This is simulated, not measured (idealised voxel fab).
process module | voxel ribs on slabs
cross-section cut | 230 nm wide | cells 5 nm
A cross-section is a grid of square cells, given in bands from the top down. A band is one or more rows of cells.
Each band's line starts with the height of the band's top and of its bottom, in nm. Then come its materials from left to right, each with its width in nm. One material with "throughout" fills the band from edge to edge. "air" is empty space.
Height 0 is the level under which the wafer as received is all one material. The lowest band goes on downwards, as in "0 down".
A width such as "30 to 40" changes by the same amount from each row of cells to the next, from the band's top row to its bottom row.
"no change" after a step means that no cell of the cross-section changed.
closed voids: empty space of 8 cells or more with no open way to the top, each as width x height at its distance from the left edge, in nm
after a step's settings: what the simulator itself notes on the step
overlay nm, on a step with a mask: how far to the right of its planned place the mask lay; to the left if negative
plan
1 op RECEIVE | material Si
2 op DIRECTIONAL_DEP | material SiO2 | thk nm 25
3 op DIRECTIONAL_DEP | material SiN | thk nm 20
4 op PATTERN | tone cover | mask id RIB | material resist | width nm 20 | thk nm 15 | overlay nm -15
5 op DIRECTIONAL_ETCH | etch materials SiN | depth nm 5
6 op STRIP | etch materials resist
7 op PATTERN | tone cover | mask id SLAB | material resist | width nm 50 | thk nm 20 | overlay nm 0
8 op DIRECTIONAL_ETCH | etch materials SiN | depth nm 15
9 op STRIP | etch materials resist
10 op FILL_DEP | material SiO2 | thk nm 15
11 op CMP | height nm 55
12 op DIRECTIONAL_DEP | material W | thk nm 5
13 op PATTERN | tone cover | mask id HEATER | material resist | width nm 30 | thk nm 20 | overlay nm 0
14 op DIRECTIONAL_ETCH | etch materials W | depth nm 5
15 op STRIP | etch materials resist
16 op CONFORMAL_DEP | material SiN | thk nm 10
varied across the wafers: overlay nm of step 4. The plan shows the first wafer's value. All wafers start alike
first wafer as received, after step 1
  0 down: Si throughout
  closed voids: none
first wafer at the end, after step 16
  70 to 65: air 90 | SiN 50 | air 90
  65 to 60: SiN throughout
  60 to 55: SiN 100 | W 30 | SiN 100
  55 to 45: SiO2 throughout
  45 to 40: SiO2 90 | SiN 20 | SiO2 120
  40 to 25: SiO2 90 | SiN 50 | SiO2 90
  25 to 0: SiO2 throughout
  0 down: Si throughout
  closed voids: none
last wafer at the end
  70 to 65: air 90 | SiN 50 | air 90
  65 to 60: SiN throughout
  60 to 55: SiN 100 | W 30 | SiN 100
  55 to 45: SiO2 throughout
  45 to 40: SiO2 120 | SiN 20 | SiO2 90
  40 to 25: SiO2 90 | SiN 50 | SiO2 90
  25 to 0: SiO2 throughout
  0 down: Si throughout
  closed voids: none
each wafer at the end: cells of each material gained (+) or lost (-) since it was received, then its closed voids
overlay nm -15 | +130 SiN | +472 SiO2 | +6 W | closed voids: none
overlay nm -10 | +130 SiN | +472 SiO2 | +6 W | closed voids: none
overlay nm -5 | +130 SiN | +472 SiO2 | +6 W | closed voids: none
overlay nm 0 | +130 SiN | +472 SiO2 | +6 W | closed voids: none
overlay nm 5 | +130 SiN | +472 SiO2 | +6 W | closed voids: none
overlay nm 10 | +130 SiN | +472 SiO2 | +6 W | closed voids: none
overlay nm 15 | +130 SiN | +472 SiO2 | +6 W | closed voids: none
